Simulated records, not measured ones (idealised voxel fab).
Documented hereafter: the process module known as voxel transistor to metal.
This is section cut - it's 215 nm across, gridded in 5 nm square cells.
Each cross-section below is a grid of square cells, stated as bands in top-down order, with one or more rows of cells making up each band.
What a band's entry tells you: where the top is and where the bottom is, as heights in nm, and after that what lies inside, material by material from left to right, each with its width in nm. Empty space is written as the word "air", and a single material marked with the word "full width" occupies the band from edge to edge.
Note: height 0 marks the level under which the wafer is uniformly one material as received. Lowest band unbounded below, written "z 0 and below".
The width entry "30 to 40" should be interpreted row by row: the top row of cells in the band takes the first number, the bottom row takes the second number, and the change between adjacent rows is uniform throughout.
The cross-section has no changed cell in any step marked "remained unchanged".
Entry "Listed closed voids". Content: empty spaces with no open connection to the top, size 8 cells or greater. Each: width x height at distance. Distance: from left edge. Unit: nm.
Post-settings text on a step line: simulator's own remark regarding the step.
overlay nm: right-of-plan distance of the mask on a masked step; negative values mean left-of-plan.
Guide to the pairs. Each holds a before and an after cross-section around one process step; the after cross-section is cut off at the lowest band that changed. Look under the pair for the step between them and its settings. Pairs can come from different runs of this module on the same starting wafer, so a pair follows on from the one above it only where its entry headed "Incoming profile" says it does.
Incoming profile
  z 70 to 55 | resist (60)  air (20)  resist (55)  air (20)  resist (60)
  z 55 to 40 | SiO2 (60)  air (20)  SiO2 (55)  air (20)  SiO2 (60)
  z 40 to 25 | SiO2 (60)  air (20)  SiO2 (5)  SiN (10)  SiCN (25)  SiN (10)  SiO2 (5)  air (20)  SiO2 (60)
  z 25 to 0 | SiO2 (60)  air (20)  SiO2 (5)  SiN (10)  polySi (25)  SiN (10)  SiO2 (5)  air (20)  SiO2 (60)
  z 0 to -5 | SiO2 (50)  SiN (10)  air (20)  SiO2 (5)  SiN (10)  polySi (25)  SiN (10)  SiO2 (5)  air (20)  SiN (10)  SiO2 (50)
  z -5 to -10 | SiO2 (60)  air (20)  SiO2 (55)  air (20)  SiO2 (60)
  z -10 to -20 | SiO2 full width
  z -20 to -35 | SiO2 (55)  Si (105)  SiO2 (55)
  z -35 and below | Si full width
  Listed closed voids: none
Post-Step Section View
  z 55 to 40 | SiO2 (60)  air (20)  SiO2 (55)  air (20)  SiO2 (60)
  Nothing below the height 40 has changed.
  Listed closed voids: none
The before and after cross-sections above are linked by STRIP,etch materials resist
Incoming profile: it's just the after picture from the pair right above this one.
Post-Step Section View
  z 60 to 55 | TiN (65)  air (10)  TiN (65)  air (10)  TiN (65)
  z 55 to 40 | SiO2 (60)  TiN (5)  air (10)  TiN (5)  SiO2 (55)  TiN (5)  air (10)  TiN (5)  SiO2 (60)
  z 40 to 25 | SiO2 (60)  TiN (5)  air (10)  TiN (5)  SiO2 (5)  SiN (10)  SiCN (25)  SiN (10)  SiO2 (5)  TiN (5)  air (10)  TiN (5)  SiO2 (60)
  z 25 to 0 | SiO2 (60)  TiN (5)  air (10)  TiN (5)  SiO2 (5)  SiN (10)  polySi (25)  SiN (10)  SiO2 (5)  TiN (5)  air (10)  TiN (5)  SiO2 (60)
  z 0 to -5 | SiO2 (50)  SiN (10)  TiN (5)  air (10)  TiN (5)  SiO2 (5)  SiN (10)  polySi (25)  SiN (10)  SiO2 (5)  TiN (5)  air (10)  TiN (5)  SiN (10)  SiO2 (50)
  z -5 to -10 | SiO2 (60)  TiN (20)  SiO2 (55)  TiN (20)  SiO2 (60)
  Nothing below the height -10 has changed.
  Listed closed voids: none
The before and after cross-sections above are linked by CONFORMAL_DEP,material TiN,thk nm 5
Incoming profile: it's just the after picture from the pair right above this one.
Post-Step Section View
  z 65 to 60 | Ru full width
  z 60 to 55 | TiN (65)  Ru (10)  TiN (65)  Ru (10)  TiN (65)
  z 55 to 40 | SiO2 (60)  TiN (5)  Ru (10)  TiN (5)  SiO2 (55)  TiN (5)  Ru (10)  TiN (5)  SiO2 (60)
  z 40 to 25 | SiO2 (60)  TiN (5)  Ru (10)  TiN (5)  SiO2 (5)  SiN (10)  SiCN (25)  SiN (10)  SiO2 (5)  TiN (5)  Ru (10)  TiN (5)  SiO2 (60)
  z 25 to 0 | SiO2 (60)  TiN (5)  Ru (10)  TiN (5)  SiO2 (5)  SiN (10)  polySi (25)  SiN (10)  SiO2 (5)  TiN (5)  Ru (10)  TiN (5)  SiO2 (60)
  z 0 to -5 | SiO2 (50)  SiN (10)  TiN (5)  Ru (10)  TiN (5)  SiO2 (5)  SiN (10)  polySi (25)  SiN (10)  SiO2 (5)  TiN (5)  Ru (10)  TiN (5)  SiN (10)  SiO2 (50)
  Nothing below the height -5 has changed.
  Listed closed voids: none
The before and after cross-sections above are linked by FILL_DEP,material Ru,thk nm 5
Incoming profile: it's just the after picture from the pair right above this one.
Post-Step Section View
  z 55 to 40 | SiO2 (60)  TiN (5)  Ru (10)  TiN (5)  SiO2 (55)  TiN (5)  Ru (10)  TiN (5)  SiO2 (60)
  Nothing below the height 40 has changed.
  Listed closed voids: none
The before and after cross-sections above are linked by CMP,height nm 55
Incoming profile: it's just the after picture from the pair right above this one.
Post-Step Section View
  z 60 to 55 | TiN full width
  Nothing below the height 55 has changed.
  Listed closed voids: none
The before and after cross-sections above are linked by DIRECTIONAL_DEP,material TiN,thk nm 5
Incoming profile: it's just the after picture from the pair right above this one.
Post-Step Section View
  z 85 to 60 | W full width
  Nothing below the height 60 has changed.
  Listed closed voids: none
The before and after cross-sections above are linked by DIRECTIONAL_DEP,material W,thk nm 25
Incoming profile: it's just the after picture from the pair right above this one.
Post-Step Section View
  z 100 to 85 | aC full width
  Nothing below the height 85 has changed.
  Listed closed voids: none
The before and after cross-sections above are linked by DIRECTIONAL_DEP,material aC,thk nm 15
Incoming profile: it's just the after picture from the pair right above this one.
Post-Step Section View
  z 130 to 100 | air (60)  resist (20)  air (55)  resist (20)  air (60)
  Nothing below the height 100 has changed.
  Listed closed voids: none
The before and after cross-sections above are linked by PATTERN,tone cover,mask id METAL_1,material resist,width nm 20,pitch nm 75,thk nm 30,overlay nm 0
Incoming profile: it's just the after picture from the pair right above this one.
Post-Step Section View
  z 115 to 100 | air (60)  resist (20)  air (55)  resist (20)  air (60)
  z 100 to 85 | air (60)  aC (20)  air (55)  aC (20)  air (60)
  Nothing below the height 85 has changed.
  Listed closed voids: none
The before and after cross-sections above are linked by DIRECTIONAL_ETCH,etch materials aC,depth nm 15
Incoming profile: it's just the after picture from the pair right above this one.
Post-Step Section View
  z 100 to 85 | air (60)  aC (20)  air (55)  aC (20)  air (60)
  Nothing below the height 85 has changed.
  Listed closed voids: none
The before and after cross-sections above are linked by STRIP,etch materials resist
Incoming profile: it's just the after picture from the pair right above this one.
Post-Step Section View
  z 100 to 85 | air (60)  aC (20)  air (55)  aC (20)  air (60)
  z 85 to 60 | air (60)  W (20)  air (55)  W (20)  air (60)
  Nothing below the height 60 has changed.
  Listed closed voids: none
The before and after cross-sections above are linked by DIRECTIONAL_ETCH,etch materials W,depth nm 25
Incoming profile: it's just the after picture from the pair right above this one.
Post-Step Section View
  z 100 to 85 | air (60)  aC (20)  air (55)  aC (20)  air (60)
  z 85 to 60 | air (60)  W (20)  air (55)  W (20)  air (60)
  z 60 to 55 | air (60)  TiN (20)  air (55)  TiN (20)  air (60)
  Nothing below the height 55 has changed.
  Listed closed voids: none
The before and after cross-sections above are linked by DIRECTIONAL_ETCH,etch materials TiN,depth nm 5
Incoming profile: it's just the after picture from the pair right above this one.
Post-Step Section View
  z 85 to 60 | air (60)  W (20)  air (55)  W (20)  air (60)
  Nothing below the height 60 has changed.
  Listed closed voids: none
The before and after cross-sections above are linked by STRIP,etch materials aC
Incoming profile: it's just the after picture from the pair right above this one.
Post-Step Section View
  z 90 to 85 | air (55)  SiCN (30)  air (45)  SiCN (30)  air (55)
  z 85 to 60 | air (55)  SiCN (5)  W (20)  SiCN (5)  air (45)  SiCN (5)  W (20)  SiCN (5)  air (55)
  z 60 to 55 | SiCN (60)  TiN (20)  SiCN (55)  TiN (20)  SiCN (60)
  Nothing below the height 55 has changed.
  Listed closed voids: none
The before and after cross-sections above are linked by CONFORMAL_DEP,material SiCN,thk nm 5
Incoming profile: it's just the after picture from the pair right above this one.
Post-Step Section View
  z 95 to 90 | SiO2 full width
  z 90 to 85 | SiO2 (55)  SiCN (30)  SiO2 (45)  SiCN (30)  SiO2 (55)
  z 85 to 60 | SiO2 (55)  SiCN (5)  W (20)  SiCN (5)  SiO2 (45)  SiCN (5)  W (20)  SiCN (5)  SiO2 (55)
  Nothing below the height 60 has changed.
  Listed closed voids: none
The before and after cross-sections above are linked by FILL_DEP,material SiO2,thk nm 5
Incoming profile: it's just the after picture from the pair right above this one.
Post-Step Section View
  z 85 to 60 | SiO2 (55)  SiCN (5)  W (20)  SiCN (5)  SiO2 (45)  SiCN (5)  W (20)  SiCN (5)  SiO2 (55)
  Nothing below the height 60 has changed.
  Listed closed voids: none
The before and after cross-sections above are linked by CMP,height nm 85
Incoming profile: it's just the after picture from the pair right above this one.
Post-Step Section View
  z 90 to 85 | SiN full width
  Nothing below the height 85 has changed.
  Listed closed voids: none
The before and after cross-sections above are linked by CONFORMAL_DEP,material SiN,thk nm 5
Incoming profile
  z 30 to 15 | aC full width
  z 15 to 0 | SiN full width
  z 0 to -5 | SiO2 full width
  z -5 and below | Si full width
  Listed closed voids: none
Post-Step Section View
  z 65 to 30 | air (60)  resist (95)  air (60)
  Nothing below the height 30 has changed.
  Listed closed voids: none
The before and after cross-sections above are linked by PATTERN,tone cover,mask id ACTIVE,material resist,width nm 95,thk nm 35,overlay nm 0
Incoming profile: it's just the after picture from the pair right above this one.
Post-Step Section View
  z 50 to 30 | air (60)  resist (95)  air (60)
  z 30 to 15 | air (60)  aC (95)  air (60)
  Nothing below the height 15 has changed.
  Listed closed voids: none
The before and after cross-sections above are linked by DIRECTIONAL_ETCH,etch materials aC,depth nm 15
Incoming profile: it's just the after picture from the pair right above this one.
Post-Step Section View
  z 30 to 15 | air (60)  aC (95)  air (60)
  Nothing below the height 15 has changed.
  Listed closed voids: none
The before and after cross-sections above are linked by STRIP,etch materials resist
Incoming profile: it's just the after picture from the pair right above this one.
Post-Step Section View
  z 30 to 15 | air (60)  aC (95)  air (60)
  z 15 to 0 | air (60)  SiN (95)  air (60)
  Nothing below the height 0 has changed.
  Listed closed voids: none
The before and after cross-sections above are linked by DIRECTIONAL_ETCH,etch materials SiN,depth nm 15
Incoming profile: it's just the after picture from the pair right above this one.
Post-Step Section View
  z 30 to 15 | air (60)  aC (95)  air (60)
  z 15 to 0 | air (60)  SiN (95)  air (60)
  z 0 to -5 | air (60)  SiO2 (95)  air (60)
  Nothing below the height -5 has changed.
  Listed closed voids: none
The before and after cross-sections above are linked by DIRECTIONAL_ETCH,etch materials SiO2,depth nm 5
Incoming profile: it's just the after picture from the pair right above this one.
Post-Step Section View
  z 30 to 15 | air (60)  aC (95)  air (60)
  z 15 to 0 | air (60)  SiN (95)  air (60)
  z 0 to -5 | air (60)  SiO2 (95)  air (60)
  z -5 to -35 | air (60)  Si (95)  air (60)
  Nothing below the height -35 has changed.
  Listed closed voids: none
The before and after cross-sections above are linked by DIRECTIONAL_ETCH,etch materials Si,depth nm 30
Incoming profile: it's just the after picture from the pair right above this one.
Post-Step Section View
  z 15 to 0 | air (60)  SiN (95)  air (60)
  Nothing below the height 0 has changed.
  Listed closed voids: none
The before and after cross-sections above are linked by STRIP,etch materials aC
Incoming profile: it's just the after picture from the pair right above this one.
Post-Step Section View
  z 25 to 15 | SiO2 full width
  z 15 to 0 | SiO2 (60)  SiN (95)  SiO2 (60)
  z 0 to -5 | SiO2 full width
  z -5 to -35 | SiO2 (60)  Si (95)  SiO2 (60)
  Nothing below the height -35 has changed.
  Listed closed voids: none
The before and after cross-sections above are linked by FILL_DEP,material SiO2,thk nm 10
Incoming profile: it's just the after picture from the pair right above this one.
Post-Step Section View
  z 15 to 0 | SiO2 (60)  SiN (95)  SiO2 (60)
  Nothing below the height 0 has changed.
  Listed closed voids: none
The before and after cross-sections above are linked by CMP,height nm 15
Incoming profile: it's just the after picture from the pair right above this one.
Post-Step Section View
  z 15 to 5 | air (60)  SiN (95)  air (60)
  Nothing below the height 5 has changed.
  Listed closed voids: none
The before and after cross-sections above are linked by SELECTIVE_ETCH,etch materials SiO2,depth nm 10
Incoming profile: it's just the after picture from the pair right above this one.
Post-Step Section View
  z 5 to 0 | SiO2 (60)  air (95)  SiO2 (60)
  Nothing below the height 0 has changed.
  Listed closed voids: none
The before and after cross-sections above are linked by STRIP,etch materials SiN
Incoming profile: it's just the after picture from the pair right above this one.
Post-Step Section View
  z 0 to -5 | SiO2 (55)  air (105)  SiO2 (55)
  Nothing below the height -5 has changed.
  Listed closed voids: none
The before and after cross-sections above are linked by SELECTIVE_ETCH,etch materials SiO2,depth nm 5
Incoming profile: it's just the after picture from the pair right above this one.
Post-Step Section View
  z 0 to -5 | SiO2 (55)  air (105)  SiO2 (55)
  z -5 to -10 | SiO2 full width
  Nothing below the height -10 has changed.
  Listed closed voids: none
The before and after cross-sections above are linked by OXIDIZE,depth nm 5
Incoming profile: it's just the after picture from the pair right above this one.
Post-Step Section View
  z 30 to 25 | polySi (55)  air (105)  polySi (55)
  z 25 to 0 | polySi full width
  z 0 to -5 | SiO2 (55)  polySi (105)  SiO2 (55)
  Nothing below the height -5 has changed.
  Listed closed voids: none
The before and after cross-sections above are linked by DIRECTIONAL_DEP,material polySi,thk nm 30
Incoming profile: it's just the after picture from the pair right above this one.
Post-Step Section View
  z 45 to 40 | SiCN (55)  air (105)  SiCN (55)
  z 40 to 30 | SiCN full width
  z 30 to 25 | polySi (55)  SiCN (105)  polySi (55)
  Nothing below the height 25 has changed.
  Listed closed voids: none
The before and after cross-sections above are linked by DIRECTIONAL_DEP,material SiCN,thk nm 15
Incoming profile: it's just the after picture from the pair right above this one.
Post-Step Section View
  z 55 to 50 | aC (55)  air (105)  aC (55)
  z 50 to 45 | aC full width
  z 45 to 40 | SiCN (55)  aC (105)  SiCN (55)
  Nothing below the height 40 has changed.
  Listed closed voids: none
The before and after cross-sections above are linked by DIRECTIONAL_DEP,material aC,thk nm 10
Incoming profile: it's just the after picture from the pair right above this one.
Post-Step Section View
  z 80 to 55 | air (95)  resist (25)  air (95)
  z 55 to 50 | aC (55)  air (40)  resist (25)  air (40)  aC (55)
  Nothing below the height 50 has changed.
  Listed closed voids: none
The before and after cross-sections above are linked by PATTERN,tone cover,mask id GATE,material resist,width nm 25,thk nm 25,overlay nm 0
Incoming profile: it's just the after picture from the pair right above this one.
Post-Step Section View
  z 70 to 50 | air (95)  resist (25)  air (95)
  z 50 to 45 | air (95)  aC (25)  air (95)
  z 45 to 40 | SiCN (55)  air (40)  aC (25)  air (40)  SiCN (55)
  Nothing below the height 40 has changed.
  Listed closed voids: none
The before and after cross-sections above are linked by DIRECTIONAL_ETCH,etch materials aC,depth nm 10
Incoming profile: it's just the after picture from the pair right above this one.
Post-Step Section View
  z 50 to 45 | air (95)  aC (25)  air (95)
  Nothing below the height 45 has changed.
  Listed closed voids: none
The before and after cross-sections above are linked by STRIP,etch materials resist
Incoming profile: it's just the after picture from the pair right above this one.
Post-Step Section View
  z 50 to 40 | air (95)  aC (25)  air (95)
  z 40 to 30 | air (95)  SiCN (25)  air (95)
  z 30 to 25 | polySi (55)  air (40)  SiCN (25)  air (40)  polySi (55)
  Nothing below the height 25 has changed.
  Listed closed voids: none
The before and after cross-sections above are linked by DIRECTIONAL_ETCH,etch materials SiCN,depth nm 25
Incoming profile: it's just the after picture from the pair right above this one.
Post-Step Section View
  z 50 to 40 | air (95)  aC (25)  air (95)
  z 40 to 25 | air (95)  SiCN (25)  air (95)
  z 25 to 0 | air (95)  polySi (25)  air (95)
  z 0 to -5 | SiO2 (55)  air (40)  polySi (25)  air (40)  SiO2 (55)
  Nothing below the height -5 has changed.
  Listed closed voids: none
The before and after cross-sections above are linked by DIRECTIONAL_ETCH,etch materials polySi,depth nm 40
Incoming profile: it's just the after picture from the pair right above this one.
Post-Step Section View
  z 40 to 25 | air (95)  SiCN (25)  air (95)
  Nothing below the height 25 has changed.
  Listed closed voids: none
The before and after cross-sections above are linked by STRIP,etch materials aC
Incoming profile: it's just the after picture from the pair right above this one.
Post-Step Section View
  z 50 to 40 | air (85)  SiN (45)  air (85)
  z 40 to 25 | air (85)  SiN (10)  SiCN (25)  SiN (10)  air (85)
  z 25 to 10 | air (85)  SiN (10)  polySi (25)  SiN (10)  air (85)
  z 10 to 5 | SiN (65)  air (20)  SiN (10)  polySi (25)  SiN (10)  air (20)  SiN (65)
  z 5 to 0 | SiN (95)  polySi (25)  SiN (95)
  z 0 to -5 | SiO2 (55)  SiN (40)  polySi (25)  SiN (40)  SiO2 (55)
  Nothing below the height -5 has changed.
  Listed closed voids: none
The before and after cross-sections above are linked by CONFORMAL_DEP,material SiN,thk nm 10
Incoming profile: it's just the after picture from the pair right above this one.
Post-Step Section View
  z 40 to 25 | air (85)  SiN (10)  SiCN (25)  SiN (10)  air (85)
  z 25 to 0 | air (85)  SiN (10)  polySi (25)  SiN (10)  air (85)
  z 0 to -5 | SiO2 (55)  SiN (10)  air (20)  SiN (10)  polySi (25)  SiN (10)  air (20)  SiN (10)  SiO2 (55)
  Nothing below the height -5 has changed.
  Listed closed voids: none
The before and after cross-sections above are linked by DIRECTIONAL_ETCH,etch materials SiN,depth nm 10
Incoming profile: it's just the after picture from the pair right above this one.
Post-Step Section View
  z 40 to 25 | air (85)  SiN (10)  SiCN (25)  SiN (10)  air (85)
  z 25 to 0 | air (85)  SiN (10)  polySi (25)  SiN (10)  air (85)
  z 0 to -5 | air (55)  SiN (10)  air (20)  SiN (10)  polySi (25)  SiN (10)  air (20)  SiN (10)  air (55)
  z -5 to -10 | SiO2 (65)  air (20)  SiO2 (45)  air (20)  SiO2 (65)
  Nothing below the height -10 has changed.
  Listed closed voids: none
The before and after cross-sections above are linked by DIRECTIONAL_ETCH,etch materials SiO2,depth nm 5
Incoming profile: it's just the after picture from the pair right above this one.
Post-Step Section View
  z 40 to 25 | air (85)  SiN (10)  SiCN (25)  SiN (10)  air (85)
  z 25 to 0 | air (85)  SiN (10)  polySi (25)  SiN (10)  air (85)
  z 0 to -5 | air (55)  SiN (10)  air (20)  SiN (10)  polySi (25)  SiN (10)  air (20)  SiN (10)  air (55)
  z -5 to -10 | SiO2 (65)  air (20)  SiO2 (45)  air (20)  SiO2 (65)
  z -10 to -20 | SiO2 (60)  Si (5)  air (20)  Si (45)  air (20)  Si (5)  SiO2 (60)
  Nothing below the height -20 has changed.
  Listed closed voids: none
The before and after cross-sections above are linked by DIRECTIONAL_ETCH,etch materials Si,depth nm 10
Incoming profile: it's just the after picture from the pair right above this one.
Post-Step Section View
  z 40 to 25 | air (85)  SiN (10)  SiCN (25)  SiN (10)  air (85)
  z 25 to 0 | air (85)  SiN (10)  polySi (25)  SiN (10)  air (85)
  z 0 to -5 | air (55)  SiN (10)  nSi (20)  SiN (10)  polySi (25)  SiN (10)  nSi (20)  SiN (10)  air (55)
  z -5 to -10 | SiO2 (65)  nSi (20)  SiO2 (45)  nSi (20)  SiO2 (65)
  z -10 to -20 | SiO2 (60)  Si (5)  nSi (20)  Si (45)  nSi (20)  Si (5)  SiO2 (60)
  Nothing below the height -20 has changed.
  Listed closed voids: none
The before and after cross-sections above are linked by EPI,material nSi,thk nm 10
Incoming profile: it's just the after picture from the pair right above this one.
Post-Step Section View
  z 50 to 40 | SiO2 full width
  z 40 to 25 | SiO2 (85)  SiN (10)  SiCN (25)  SiN (10)  SiO2 (85)
  z 25 to 0 | SiO2 (85)  SiN (10)  polySi (25)  SiN (10)  SiO2 (85)
  z 0 to -5 | SiO2 (55)  SiN (10)  nSi (20)  SiN (10)  polySi (25)  SiN (10)  nSi (20)  SiN (10)  SiO2 (55)
  Nothing below the height -5 has changed.
  Listed closed voids: none
The before and after cross-sections above are linked by FILL_DEP,material SiO2,thk nm 10
Incoming profile: it's just the after picture from the pair right above this one.
Post-Step Section View
  z 40 to 25 | SiO2 (85)  SiN (10)  SiCN (25)  SiN (10)  SiO2 (85)
  Nothing below the height 25 has changed.
  Listed closed voids: none
The before and after cross-sections above are linked by CMP,height nm 40
Incoming profile: it's just the after picture from the pair right above this one.
Post-Step Section View
  z 55 to 40 | SiO2 full width
  Nothing below the height 40 has changed.
  Listed closed voids: none
The before and after cross-sections above are linked by DIRECTIONAL_DEP,material SiO2,thk nm 15
Incoming profile: it's just the after picture from the pair right above this one.
Post-Step Section View
  z 70 to 55 | resist (60)  air (20)  resist (55)  air (20)  resist (60)
  Nothing below the height 55 has changed.
  Listed closed voids: none
The before and after cross-sections above are linked by PATTERN,tone open,mask id CONTACT,material resist,width nm 20,pitch nm 75,thk nm 15,overlay nm 0
Incoming profile: it's just the after picture from the pair right above this one.
Post-Step Section View
  z 70 to 55 | resist (60)  air (20)  resist (55)  air (20)  resist (60)
  z 55 to 40 | SiO2 (60)  air (20)  SiO2 (55)  air (20)  SiO2 (60)
  z 40 to 25 | SiO2 (60)  air (20)  SiO2 (5)  SiN (10)  SiCN (25)  SiN (10)  SiO2 (5)  air (20)  SiO2 (60)
  z 25 to 0 | SiO2 (60)  air (20)  SiO2 (5)  SiN (10)  polySi (25)  SiN (10)  SiO2 (5)  air (20)  SiO2 (60)
  Nothing below the height 0 has changed.
  Listed closed voids: none
The before and after cross-sections above are linked by DIRECTIONAL_ETCH,etch materials SiO2,depth nm 65
Incoming profile: it's just the after picture from the pair right above this one.
Post-Step Section View
  z 55 to 40 | SiO2 (60)  air (20)  SiO2 (55)  air (20)  SiO2 (60)
  Nothing below the height 40 has changed.
  Listed closed voids: none
The before and after cross-sections above are linked by STRIP,etch materials resist
Incoming profile: it's just the after picture from the pair right above this one.
Post-Step Section View
  z 60 to 55 | TiN (65)  air (10)  TiN (65)  air (10)  TiN (65)
  z 55 to 40 | SiO2 (60)  TiN (5)  air (10)  TiN (5)  SiO2 (55)  TiN (5)  air (10)  TiN (5)  SiO2 (60)
  z 40 to 25 | SiO2 (60)  TiN (5)  air (10)  TiN (5)  SiO2 (5)  SiN (10)  SiCN (25)  SiN (10)  SiO2 (5)  TiN (5)  air (10)  TiN (5)  SiO2 (60)
  z 25 to 5 | SiO2 (60)  TiN (5)  air (10)  TiN (5)  SiO2 (5)  SiN (10)  polySi (25)  SiN (10)  SiO2 (5)  TiN (5)  air (10)  TiN (5)  SiO2 (60)
  z 5 to 0 | SiO2 (60)  TiN (20)  SiO2 (5)  SiN (10)  polySi (25)  SiN (10)  SiO2 (5)  TiN (20)  SiO2 (60)
  Nothing below the height 0 has changed.
  Listed closed voids: none
The before and after cross-sections above are linked by CONFORMAL_DEP,material TiN,thk nm 5
Incoming profile: it's just the after picture from the pair right above this one.
Post-Step Section View
  z 65 to 60 | Ru full width
  z 60 to 55 | TiN (65)  Ru (10)  TiN (65)  Ru (10)  TiN (65)
  z 55 to 40 | SiO2 (60)  TiN (5)  Ru (10)  TiN (5)  SiO2 (55)  TiN (5)  Ru (10)  TiN (5)  SiO2 (60)
  z 40 to 25 | SiO2 (60)  TiN (5)  Ru (10)  TiN (5)  SiO2 (5)  SiN (10)  SiCN (25)  SiN (10)  SiO2 (5)  TiN (5)  Ru (10)  TiN (5)  SiO2 (60)
  z 25 to 5 | SiO2 (60)  TiN (5)  Ru (10)  TiN (5)  SiO2 (5)  SiN (10)  polySi (25)  SiN (10)  SiO2 (5)  TiN (5)  Ru (10)  TiN (5)  SiO2 (60)
  Nothing below the height 5 has changed.
  Listed closed voids: none
The before and after cross-sections above are linked by FILL_DEP,material Ru,thk nm 5
Incoming profile: it's just the after picture from the pair right above this one.
Post-Step Section View
  z 55 to 40 | SiO2 (60)  TiN (5)  Ru (10)  TiN (5)  SiO2 (55)  TiN (5)  Ru (10)  TiN (5)  SiO2 (60)
  Nothing below the height 40 has changed.
  Listed closed voids: none
The before and after cross-sections above are linked by CMP,height nm 55
Incoming profile: it's just the after picture from the pair right above this one.
Post-Step Section View
  z 60 to 55 | TiN full width
  Nothing below the height 55 has changed.
  Listed closed voids: none
The before and after cross-sections above are linked by DIRECTIONAL_DEP,material TiN,thk nm 5
Incoming profile: it's just the after picture from the pair right above this one.
Post-Step Section View
  z 85 to 60 | W full width
  Nothing below the height 60 has changed.
  Listed closed voids: none
The before and after cross-sections above are linked by DIRECTIONAL_DEP,material W,thk nm 25
Incoming profile: it's just the after picture from the pair right above this one.
Post-Step Section View
  z 100 to 85 | aC full width
  Nothing below the height 85 has changed.
  Listed closed voids: none
The before and after cross-sections above are linked by DIRECTIONAL_DEP,material aC,thk nm 15
Incoming profile: it's just the after picture from the pair right above this one.
Post-Step Section View
  z 130 to 100 | air (60)  resist (20)  air (55)  resist (20)  air (60)
  Nothing below the height 100 has changed.
  Listed closed voids: none
The before and after cross-sections above are linked by PATTERN,tone cover,mask id METAL_1,material resist,width nm 20,pitch nm 75,thk nm 30,overlay nm 0
Incoming profile: it's just the after picture from the pair right above this one.
Post-Step Section View
  z 115 to 100 | air (60)  resist (20)  air (55)  resist (20)  air (60)
  z 100 to 85 | air (60)  aC (20)  air (55)  aC (20)  air (60)
  Nothing below the height 85 has changed.
  Listed closed voids: none
The before and after cross-sections above are linked by DIRECTIONAL_ETCH,etch materials aC,depth nm 15
Incoming profile: it's just the after picture from the pair right above this one.
Post-Step Section View
  z 100 to 85 | air (60)  aC (20)  air (55)  aC (20)  air (60)
  Nothing below the height 85 has changed.
  Listed closed voids: none
The before and after cross-sections above are linked by STRIP,etch materials resist
Incoming profile: it's just the after picture from the pair right above this one.
Post-Step Section View
  z 100 to 85 | air (60)  aC (20)  air (55)  aC (20)  air (60)
  z 85 to 60 | air (60)  W (20)  air (55)  W (20)  air (60)
  Nothing below the height 60 has changed.
  Listed closed voids: none
The before and after cross-sections above are linked by DIRECTIONAL_ETCH,etch materials W,depth nm 25
Incoming profile: it's just the after picture from the pair right above this one.
Post-Step Section View
  z 100 to 85 | air (60)  aC (20)  air (55)  aC (20)  air (60)
  z 85 to 60 | air (60)  W (20)  air (55)  W (20)  air (60)
  z 60 to 55 | air (60)  TiN (20)  air (55)  TiN (20)  air (60)
  Nothing below the height 55 has changed.
  Listed closed voids: none
The before and after cross-sections above are linked by DIRECTIONAL_ETCH,etch materials TiN,depth nm 5
Incoming profile: it's just the after picture from the pair right above this one.
Post-Step Section View
  z 85 to 60 | air (60)  W (20)  air (55)  W (20)  air (60)
  Nothing below the height 60 has changed.
  Listed closed voids: none
The before and after cross-sections above are linked by STRIP,etch materials aC
Incoming profile: it's just the after picture from the pair right above this one.
Post-Step Section View
  z 90 to 85 | air (55)  SiCN (30)  air (45)  SiCN (30)  air (55)
  z 85 to 60 | air (55)  SiCN (5)  W (20)  SiCN (5)  air (45)  SiCN (5)  W (20)  SiCN (5)  air (55)
  z 60 to 55 | SiCN (60)  TiN (20)  SiCN (55)  TiN (20)  SiCN (60)
  Nothing below the height 55 has changed.
  Listed closed voids: none
The before and after cross-sections above are linked by CONFORMAL_DEP,material SiCN,thk nm 5
Incoming profile: it's just the after picture from the pair right above this one.
Post-Step Section View
  z 95 to 90 | SiO2 full width
  z 90 to 85 | SiO2 (55)  SiCN (30)  SiO2 (45)  SiCN (30)  SiO2 (55)
  z 85 to 60 | SiO2 (55)  SiCN (5)  W (20)  SiCN (5)  SiO2 (45)  SiCN (5)  W (20)  SiCN (5)  SiO2 (55)
  Nothing below the height 60 has changed.
  Listed closed voids: none
The before and after cross-sections above are linked by FILL_DEP,material SiO2,thk nm 5
Incoming profile: it's just the after picture from the pair right above this one.
Post-Step Section View
  z 85 to 60 | SiO2 (55)  SiCN (5)  W (20)  SiCN (5)  SiO2 (45)  SiCN (5)  W (20)  SiCN (5)  SiO2 (55)
  Nothing below the height 60 has changed.
  Listed closed voids: none
The before and after cross-sections above are linked by CMP,height nm 85
Incoming profile: it's just the after picture from the pair right above this one.
Post-Step Section View
  z 90 to 85 | SiN full width
  Nothing below the height 85 has changed.
  Listed closed voids: none
The before and after cross-sections above are linked by CONFORMAL_DEP,material SiN,thk nm 5
Incoming profile
  z 100 to 85 | aC full width
  z 85 to 60 | W full width
  z 60 to 55 | TiN full width
  z 55 to 40 | SiO2 (60)  TiN (5)  Ru (10)  TiN (5)  SiO2 (55)  TiN (5)  Ru (10)  TiN (5)  SiO2 (60)
  z 40 to 25 | SiO2 (60)  TiN (5)  Ru (10)  TiN (5)  SiO2 (5)  SiN (10)  SiCN (25)  SiN (10)  SiO2 (5)  TiN (5)  Ru (10)  TiN (5)  SiO2 (60)
  z 25 to 5 | SiO2 (60)  TiN (5)  Ru (10)  TiN (5)  SiO2 (5)  SiN (10)  polySi (25)  SiN (10)  SiO2 (5)  TiN (5)  Ru (10)  TiN (5)  SiO2 (60)
  z 5 to 0 | SiO2 (60)  TiN (20)  SiO2 (5)  SiN (10)  polySi (25)  SiN (10)  SiO2 (5)  TiN (20)  SiO2 (60)
  z 0 to -5 | SiO2 (50)  SiN (10)  nSi (10)  TiN (5)  nSi (10)  SiN (10)  polySi (25)  SiN (10)  nSi (10)  TiN (5)  nSi (10)  SiN (10)  SiO2 (50)
  z -5 to -10 | SiO2 (60)  nSi (10)  TiN (5)  nSi (10)  SiO2 (45)  nSi (10)  TiN (5)  nSi (10)  SiO2 (60)
  z -10 to -20 | SiO2 (55)  Si (5)  nSi (25)  Si (45)  nSi (25)  Si (5)  SiO2 (55)
  z -20 to -35 | SiO2 (55)  Si (105)  SiO2 (55)
  z -35 and below | Si full width
  Listed closed voids: none
Post-Step Section View
  z 130 to 100 | air (50)  resist (20)  air (55)  resist (20)  air (70)
  Nothing below the height 100 has changed.
  Listed closed voids: none
The before and after cross-sections above are linked by PATTERN,tone cover,mask id METAL_1,material resist,width nm 20,pitch nm 75,thk nm 30,overlay nm -10
Incoming profile: it's just the after picture from the pair right above this one.
Post-Step Section View
  z 115 to 100 | air (50)  resist (20)  air (55)  resist (20)  air (70)
  z 100 to 85 | air (50)  aC (20)  air (55)  aC (20)  air (70)
  Nothing below the height 85 has changed.
  Listed closed voids: none
The before and after cross-sections above are linked by DIRECTIONAL_ETCH,etch materials aC,depth nm 15
